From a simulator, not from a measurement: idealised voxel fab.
Proc. module: voxel ribs on slabs
Shown is cross-section cut, with a width of 165 nm and square cells of size 5 nm.
Square cells in a grid make up a cross-section in this document, and the grid is given as bands, listed from the top down, each one or more rows of cells. This entry defines a band. It first specifies the height of the band's top and the height of its bottom in nm, and then specifies the band's materials from left to right, stating each material with its width in nm. The word "edge to edge" identifies a single material that fills the band from edge to edge, while the word "empty" identifies empty space. Heights are expressed relative to 0, this being the level below which the as-received wafer comprises one material exclusively. The lowest band is unbounded in the downward direction and is denoted as in "z 0 and below". The two numbers in a width such as "30 to 40" mark its ends across the band: the first belongs to the top row of cells, the second to the bottom row, and from each row to the next the width moves by the same amount. It should be understood that the words "left unchanged", when stated for a given step, signify that the cross-section underwent no change in any of its cells during that step. Reported under the label "Fully sealed voids" are the empty spaces having no open way to the top and comprising 8 cells or more; the notation for each is width x height at distance, in which the distance is measured from the left edge and all three values are in nm. Whatever follows a step's settings on its line is a remark the simulator itself makes about that step. overlay nm: right-of-plan distance of the mask on a masked step; negative values mean left-of-plan.
-- The steps planned for the process are as follows
- 1: RECEIVE (material Si)
- 2: DIRECTIONAL_DEP (material SiO2; thk nm 25)
- 3: DIRECTIONAL_DEP (material SiN; thk nm 15)
- 4: MASKED_ETCH (tone cover; mask id RIB; width nm 25; etch materials SiN; depth nm 5; overlay nm 0)
- 5: PATTERN (tone cover; mask id SLAB; material resist; width nm 55; thk nm 20; overlay nm 0)
- 6: DIRECTIONAL_ETCH (etch materials SiN; depth nm 10)
- 7: STRIP (etch materials resist)
- 8: FILL_DEP (material SiO2; thk nm 15)
- 9: CMP (height nm 50)
- 10: DIRECTIONAL_DEP (material TiN; thk nm 5)
- 11: PATTERN (tone cover; mask id HEATER; material resist; width nm 35; thk nm 20; overlay nm 0)
- 12: DIRECTIONAL_ETCH (etch materials TiN; depth nm 5)
- 13: STRIP (etch materials resist)
- 14: CONFORMAL_DEP (material SiN; thk nm 10)
-- Cross-section of the wafer as it came to us, i.e., already through step 1
- z 0 and below = Si edge to edge
- Fully sealed voids: none
-- Below is the wafer in cross-section after the module was completed. It began from the starting point shown above and followed the plan shown above, except that one mistake was made while running it
- z 65 to 60 = 55 nm empty / 55 nm SiN / 55 nm empty
- z 60 to 55 = SiN edge to edge
- z 55 to 50 = 65 nm SiN / 35 nm TiN / 65 nm SiN
- z 50 to 40 = SiO2 edge to edge
- z 40 to 35 = 75 nm SiO2 / 20 nm SiN / 70 nm SiO2
- z 35 to 25 = 55 nm SiO2 / 55 nm SiN / 55 nm SiO2
- z 25 to 0 = SiO2 edge to edge
- z 0 and below = Si edge to edge
- Fully sealed voids: none
Here's what went sideways: off-plan run, step 4, actual operation and settings MASKED_ETCH (tone cover; mask id RIB; width nm 20; etch materials SiN; depth nm 5; overlay nm 0)
